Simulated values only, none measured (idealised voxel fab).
Presented below is a process module, voxel transistor to metal.
The figure presents cross-section cut, which has a width of 260 nm and is divided into square cells with an edge length of 5 nm.
For the purposes of this document, a cross-section shall be understood as a grid of square cells, specified as bands listed in top-to-bottom order, each band consisting of one or more rows of cells.
Top height, bottom height, nm. Materials left to right, width each, nm. Single material + "throughout" = fills band edge to edge. "empty" = empty.
Ref level 0: as-received wafer is one material below here. Bottom band extends down with no lower bound ("0 -> down").
A two-number width, for instance "30..40", indicates that the width is equal to the first number in the top row of the band and to the second number in the bottom row, and that it changes by a constant amount per row of cells.
"nothing was modified" for a step: no cell of the cross-section changed in that step.
In the "Enclosed voids" entry, you get each enclosed empty space of 8 cells or more, one with no open way to the top, written width x height at distance, distance from the left edge, in nm.
That trailing text on a step's line, after the settings, is the simulator's own remark on the step.
overlay nm: for a step with a mask, the amount by which the mask lay right of where it was planned; a negative amount means left of it.
## The following list gives the planned process steps
1,RECEIVE (material Si)
2,CONFORMAL_DEP (material SiO2; thk nm 5)
3,CONFORMAL_DEP (material SiN; thk nm 15)
4,DIRECTIONAL_DEP (material aC; thk nm 15)
5,PATTERN (tone cover; mask id ACTIVE; material resist; width nm 105; pitch nm 125; thk nm 35; overlay nm 0)
6,DIRECTIONAL_ETCH (etch materials aC; depth nm 15)
7,STRIP (etch materials resist)
8,DIRECTIONAL_ETCH (etch materials SiN; depth nm 15)
9,DIRECTIONAL_ETCH (etch materials SiO2; depth nm 5)
10,DIRECTIONAL_ETCH (etch materials Si; depth nm 30)
11,STRIP (etch materials aC)
12,FILL_DEP (material SiO2; thk nm 10)
13,CMP (height nm 20)
14,SELECTIVE_ETCH (etch materials SiO2; depth nm 5)
15,STRIP (etch materials SiN)
16,SELECTIVE_ETCH (etch materials SiO2; depth nm 5)
17,OXIDIZE (depth nm 5)
18,DIRECTIONAL_DEP (material polySi; thk nm 25)
19,DIRECTIONAL_DEP (material SiCN; thk nm 10)
20,MASKED_ETCH (tone cover; mask id GATE; width nm 15; pitch nm 125; etch materials SiCN; depth nm 20; overlay nm 0)
21,MASKED_ETCH (tone cover; mask id GATE; width nm 15; pitch nm 125; etch materials polySi; depth nm 35; overlay nm 0)
22,CONFORMAL_DEP (material SiN; thk nm 5)
23,DIRECTIONAL_ETCH (etch materials SiN; depth nm 5)
24,DIRECTIONAL_ETCH (etch materials SiO2; depth nm 5)
25,EPI (material nSi; thk nm 5)
26,FILL_DEP (material SiO2; thk nm 10)
27,CMP (height nm 35)
28,DIRECTIONAL_DEP (material SiO2; thk nm 10)
29,DIRECTIONAL_DEP (material aC; thk nm 10)
30,PATTERN (tone open; mask id CONTACT; material resist; width nm 20; thk nm 25; overlay nm 0)
31,DIRECTIONAL_ETCH (etch materials aC; depth nm 10)
32,STRIP (etch materials resist)
33,DIRECTIONAL_ETCH (etch materials SiO2; depth nm 45)
34,STRIP (etch materials aC)
35,CONFORMAL_DEP (material TiN; thk nm 5)
36,FILL_DEP (material W; thk nm 10)
37,CMP (height nm 45)
38,DIRECTIONAL_DEP (material TiN; thk nm 5)
39,DIRECTIONAL_DEP (material W; thk nm 20)
40,MASKED_ETCH (tone cover; mask id METAL_1; width nm 20; etch materials W; depth nm 20; overlay nm 0)
41,MASKED_ETCH (tone cover; mask id METAL_1; width nm 20; etch materials TiN; depth nm 5; overlay nm 0)
42,FILL_DEP (material lowk; thk nm 5)
43,CMP (height nm 70)
44,CONFORMAL_DEP (material SiCN; thk nm 5)
45,DIRECTIONAL_DEP (material SiO2; thk nm 25)
46,PATTERN (tone open; mask id METAL_2; material resist; width nm 20; pitch nm 125; thk nm 15; overlay nm 0)
47,DIRECTIONAL_ETCH (etch materials SiO2; depth nm 15)
48,STRIP (etch materials resist)
49,PATTERN (tone open; mask id METAL_2_HOLES; material resist; width nm 15; pitch nm 125; thk nm 20; overlay nm 0)
50,DIRECTIONAL_ETCH (etch materials SiO2; depth nm 10)
51,DIRECTIONAL_ETCH (etch materials SiCN; depth nm 5)
52,STRIP (etch materials resist)
53,CONFORMAL_DEP (material TiN; thk nm 5)
54,FILL_DEP (material Ru; thk nm 10)
55,CMP (height nm 100)
56,CONFORMAL_DEP (material SiN; thk nm 5)
## This is the cross-section of the wafer as we received it, i.e. after step 1
* 0 -> down | Si throughout
* Enclosed voids: none
## a wafer at the end: this start, this plan, one mistake
* 105 -> 100 | SiN throughout
* 100 -> 90 | 20 nm SiO2 / 5 nm TiN / 10 nm Ru / 5 nm TiN / 105 nm SiO2 / 5 nm TiN / 10 nm Ru / 5 nm TiN / 95 nm SiO2
* 90 -> 85 | 20 nm SiO2 / 5 nm TiN / 5 nm Ru / 10 nm TiN / 105 nm SiO2 / 5 nm TiN / 5 nm Ru / 10 nm TiN / 95 nm SiO2
* 85 -> 75 | 20 nm SiO2 / 5 nm TiN / 5 nm Ru / 5 nm TiN / 110 nm SiO2 / 5 nm TiN / 5 nm Ru / 5 nm TiN / 100 nm SiO2
* 75 -> 70 | 20 nm SiCN / 15 nm TiN / 110 nm SiCN / 15 nm TiN / 100 nm SiCN
* 70 -> 50 | 20 nm W / 20 nm lowk / 55 nm W / 20 nm lowk / 30 nm W / 20 nm lowk / 55 nm W / 20 nm lowk / 20 nm W
* 50 -> 45 | TiN throughout
* 45 -> 35 | 20 nm SiO2 / 5 nm TiN / 10 nm W / 5 nm TiN / 55 nm SiO2 / 5 nm TiN / 10 nm W / 5 nm TiN / 30 nm SiO2 / 5 nm TiN / 10 nm W / 5 nm TiN / 55 nm SiO2 / 5 nm TiN / 10 nm W / 5 nm TiN / 20 nm SiO2
* 35 -> 25 | 20 nm SiO2 / 5 nm TiN / 10 nm W / 5 nm TiN / 15 nm SiO2 / 5 nm SiN / 15 nm SiCN / 5 nm SiN / 15 nm SiO2 / 5 nm TiN / 10 nm W / 5 nm TiN / 30 nm SiO2 / 5 nm TiN / 10 nm W / 5 nm TiN / 15 nm SiO2 / 5 nm SiN / 15 nm SiCN / 5 nm SiN / 15 nm SiO2 / 5 nm TiN / 10 nm W / 5 nm TiN / 20 nm SiO2
* 25 -> 10 | 20 nm SiO2 / 5 nm TiN / 10 nm W / 5 nm TiN / 15 nm SiO2 / 5 nm SiN / 15 nm polySi / 5 nm SiN / 15 nm SiO2 / 5 nm TiN / 10 nm W / 5 nm TiN / 30 nm SiO2 / 5 nm TiN / 10 nm W / 5 nm TiN / 15 nm SiO2 / 5 nm SiN / 15 nm polySi / 5 nm SiN / 15 nm SiO2 / 5 nm TiN / 10 nm W / 5 nm TiN / 20 nm SiO2
* 10 -> 5 | 10 nm SiO2 / 5 nm SiN / 5 nm SiO2 / 5 nm TiN / 10 nm W / 5 nm TiN / 15 nm SiO2 / 5 nm SiN / 15 nm polySi / 5 nm SiN / 15 nm SiO2 / 5 nm TiN / 10 nm W / 5 nm TiN / 5 nm SiO2 / 5 nm SiN / 10 nm SiO2 / 5 nm SiN / 5 nm SiO2 / 5 nm TiN / 10 nm W / 5 nm TiN / 15 nm SiO2 / 5 nm SiN / 15 nm polySi / 5 nm SiN / 15 nm SiO2 / 5 nm TiN / 10 nm W / 5 nm TiN / 5 nm SiO2 / 5 nm SiN / 10 nm SiO2
* 5 -> 0 | 10 nm SiO2 / 5 nm SiN / 5 nm SiO2 / 20 nm TiN / 15 nm SiO2 / 5 nm SiN / 15 nm polySi / 5 nm SiN / 15 nm SiO2 / 20 nm TiN / 5 nm SiO2 / 5 nm SiN / 10 nm SiO2 / 5 nm SiN / 5 nm SiO2 / 20 nm TiN / 15 nm SiO2 / 5 nm SiN / 15 nm polySi / 5 nm SiN / 15 nm SiO2 / 20 nm TiN / 5 nm SiO2 / 5 nm SiN / 10 nm SiO2
* 0 -> -5 | 15 nm SiO2 / 40 nm nSi / 25 nm SiO2 / 40 nm nSi / 20 nm SiO2 / 40 nm nSi / 25 nm SiO2 / 40 nm nSi / 15 nm SiO2
* -5 -> -30 | 15 nm SiO2 / 105 nm Si / 20 nm SiO2 / 105 nm Si / 15 nm SiO2
* -30 -> down | Si throughout
* Enclosed voids: none
In executing the process, a mistake was made relative to the plan: step 40: run off-plan, actual operation and settings MASKED_ETCH (tone open; mask id METAL_1; width nm 20; etch materials W; depth nm 20; overlay nm 0)
